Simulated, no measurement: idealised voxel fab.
Proc. module: voxel double patterning
Xsec cut, 240 nm wide, square cell size 5 nm.
A cross-section is written here as square cells arranged in a grid, and it is given in bands from the top down, each band taking up one or more rows of cells.
Look at the band entry: it leads with the top's height and the bottom's height in nm. Then it lists the materials left to right, with a width in nm for each. The word "full width" on a single material says that material fills the band edge to edge. The word "empty" is empty space.
Zero point of the height axis is 0; under it, received wafer = one material. Lowest band: continues down indefinitely, "0..down".
So if you see something like "30 to 40" for the width, read it as the top row of the band sitting at the first number and the bottom row at the second, with every row in between moving by the same amount as the last.
No cell of the cross-section changed in a step that is given as "left unchanged".
Closed empty spaces (no open way to the top) of 8 cells or more are what "Completely enclosed voids" lists, each as width x height at distance from the left edge, nm for all three.
after a step's settings: what the simulator itself notes on the step
"overlay nm" answers the question of how far to the right of plan the mask lay on a step that has a mask, and when it is negative the answer is to the left.

Set out below are the planned steps of the process:
1: RECEIVE | material Si
2: CONFORMAL_DEP | material SiO2 | thk nm 5
3: DIRECTIONAL_DEP | material polySi | thk nm 15
4: DIRECTIONAL_DEP | material SiCN | thk nm 5
5: MASKED_ETCH | tone open | mask id FIRST | width nm 15 | pitch nm 50 | etch materials SiCN | depth nm 5 | overlay nm 0
6: DIRECTIONAL_DEP | material aC | thk nm 10
7: PATTERN | tone open | mask id SECOND | material resist | width nm 15 | pitch nm 50 | thk nm 25 | overlay nm 0
8: DIRECTIONAL_ETCH | etch materials aC | depth nm 10
9: STRIP | etch materials resist
10: DIRECTIONAL_ETCH | etch materials SiCN | depth nm 5
11: STRIP | etch materials aC
12: DIRECTIONAL_ETCH | etch materials polySi | depth nm 15
13: STRIP | etch materials SiCN

Account of the first of two wafers, which was processed as intended:

Incoming wafer, cross-sectional view, post step 1:
- 0..down  Si full width
- Completely enclosed voids: none

After step 2, in cross-section:
- 5..0  SiO2 full width
- Below 0 it's all the same as before, nothing changed down there.

After step 3, in cross-section:
- 20..5  polySi full width
- Below 5 it's all the same as before, nothing changed down there.

After step 4, in cross-section:
- 25..20  SiCN full width
- Below 20 it's all the same as before, nothing changed down there.

After step 5, in cross-section:
- 25..20  SiCN=60, empty=15, SiCN=35, empty=15, SiCN=35, empty=15, SiCN=65
- Below 20 it's all the same as before, nothing changed down there.

After step 6, in cross-section:
- 35..30  aC=60, empty=15, aC=35, empty=15, aC=35, empty=15, aC=65
- 30..25  aC full width
- 25..20  SiCN=60, aC=15, SiCN=35, aC=15, SiCN=35, aC=15, SiCN=65
- Below 20 it's all the same as before, nothing changed down there.

After step 7, in cross-section:
- 60..35  resist=85, empty=15, resist=35, empty=15, resist=90
- 35..30  aC=60, resist=15, aC=35, resist=15, aC=35, resist=15, aC=65
- Below 30 it's all the same as before, nothing changed down there.

After step 8, in cross-section:
- 50..35  resist=85, empty=15, resist=35, empty=15, resist=90
- 35..30  aC=60, resist=15, aC=10, empty=15, aC=10, resist=15, aC=10, empty=15, aC=10, resist=15, aC=65
- 30..25  aC=85, empty=15, aC=35, empty=15, aC=90
- Below 25 it's all the same as before, nothing changed down there.

After step 9, in cross-section:
- 35..30  aC=60, empty=15, aC=10, empty=15, aC=10, empty=15, aC=10, empty=15, aC=10, empty=15, aC=65
- Below 30 it's all the same as before, nothing changed down there.

After step 10, in cross-section:
- 35..30  aC=60, empty=15, aC=10, empty=15, aC=10, empty=15, aC=10, empty=15, aC=10, empty=15, aC=65
- 30..25  aC=85, empty=15, aC=35, empty=15, aC=90
- 25..20  SiCN=60, aC=15, SiCN=10, empty=15, SiCN=10, aC=15, SiCN=10, empty=15, SiCN=10, aC=15, SiCN=65
- Below 20 it's all the same as before, nothing changed down there.

After step 11, in cross-section:
- 25..20  SiCN=60, empty=15, SiCN=10, empty=15, SiCN=10, empty=15, SiCN=10, empty=15, SiCN=10, empty=15, SiCN=65
- Below 20 it's all the same as before, nothing changed down there.

After step 12, in cross-section:
- 25..20  SiCN=60, empty=15, SiCN=10, empty=15, SiCN=10, empty=15, SiCN=10, empty=15, SiCN=10, empty=15, SiCN=65
- 20..5  polySi=60, empty=15, polySi=10, empty=15, polySi=10, empty=15, polySi=10, empty=15, polySi=10, empty=15, polySi=65
- Below 5 it's all the same as before, nothing changed down there.

After step 13, in cross-section:
- 20..5  polySi=60, empty=15, polySi=10, empty=15, polySi=10, empty=15, polySi=10, empty=15, polySi=10, empty=15, polySi=65
- Below 5 it's all the same as before, nothing changed down there.

The second wafer was prepared from the same starting point and under the same plan as the first; its processing contained one mistake, and it remains indistinguishable from the first wafer up to and including step 1:

Second wafer, sectioned view, at step 2's planned end time: left unchanged

Second wafer, sectioned view, at step 3's planned end time:
- 15..0  polySi full width
- Below 0 it's all the same as before, nothing changed down there.

Second wafer, sectioned view, at step 4's planned end time:
- 20..15  SiCN full width
- Below 15 it's all the same as before, nothing changed down there.

Second wafer, sectioned view, at step 5's planned end time:
- 20..15  SiCN=60, empty=15, SiCN=35, empty=15, SiCN=35, empty=15, SiCN=65
- Below 15 it's all the same as before, nothing changed down there.

Second wafer, sectioned view, at step 6's planned end time:
- 30..25  aC=60, empty=15, aC=35, empty=15, aC=35, empty=15, aC=65
- 25..20  aC full width
- 20..15  SiCN=60, aC=15, SiCN=35, aC=15, SiCN=35, aC=15, SiCN=65
- Below 15 it's all the same as before, nothing changed down there.

Second wafer, sectioned view, at step 7's planned end time:
- 55..30  resist=85, empty=15, resist=35, empty=15, resist=90
- 30..25  aC=60, resist=15, aC=35, resist=15, aC=35, resist=15, aC=65
- Below 25 it's all the same as before, nothing changed down there.

Second wafer, sectioned view, at step 8's planned end time:
- 45..30  resist=85, empty=15, resist=35, empty=15, resist=90
- 30..25  aC=60, resist=15, aC=10, empty=15, aC=10, resist=15, aC=10, empty=15, aC=10, resist=15, aC=65
- 25..20  aC=85, empty=15, aC=35, empty=15, aC=90
- Below 20 it's all the same as before, nothing changed down there.

Second wafer, sectioned view, at step 9's planned end time:
- 30..25  aC=60, empty=15, aC=10, empty=15, aC=10, empty=15, aC=10, empty=15, aC=10, empty=15, aC=65
- Below 25 it's all the same as before, nothing changed down there.

Second wafer, sectioned view, at step 10's planned end time:
- 30..25  aC=60, empty=15, aC=10, empty=15, aC=10, empty=15, aC=10, empty=15, aC=10, empty=15, aC=65
- 25..20  aC=85, empty=15, aC=35, empty=15, aC=90
- 20..15  SiCN=60, aC=15, SiCN=10, empty=15, SiCN=10, aC=15, SiCN=10, empty=15, SiCN=10, aC=15, SiCN=65
- Below 15 it's all the same as before, nothing changed down there.

Second wafer, sectioned view, at step 11's planned end time:
- 20..15  SiCN=60, empty=15, SiCN=10, empty=15, SiCN=10, empty=15, SiCN=10, empty=15, SiCN=10, empty=15, SiCN=65
- Below 15 it's all the same as before, nothing changed down there.

Second wafer, sectioned view, at step 12's planned end time:
- 20..15  SiCN=60, empty=15, SiCN=10, empty=15, SiCN=10, empty=15, SiCN=10, empty=15, SiCN=10, empty=15, SiCN=65
- 15..0  polySi=60, empty=15, polySi=10, empty=15, polySi=10, empty=15, polySi=10, empty=15, polySi=10, empty=15, polySi=65
- Below 0 it's all the same as before, nothing changed down there.

Second wafer, sectioned view, at step 13's planned end time:
- 15..0  polySi=60, empty=15, polySi=10, empty=15, polySi=10, empty=15, polySi=10, empty=15, polySi=10, empty=15, polySi=65
- Below 0 it's all the same as before, nothing changed down there.
Run error: the plan's step 2 went unexecuted, having been skipped
Final wafer comparison in cells, second versus first, more or fewer per material: SiO2: 48 fewer
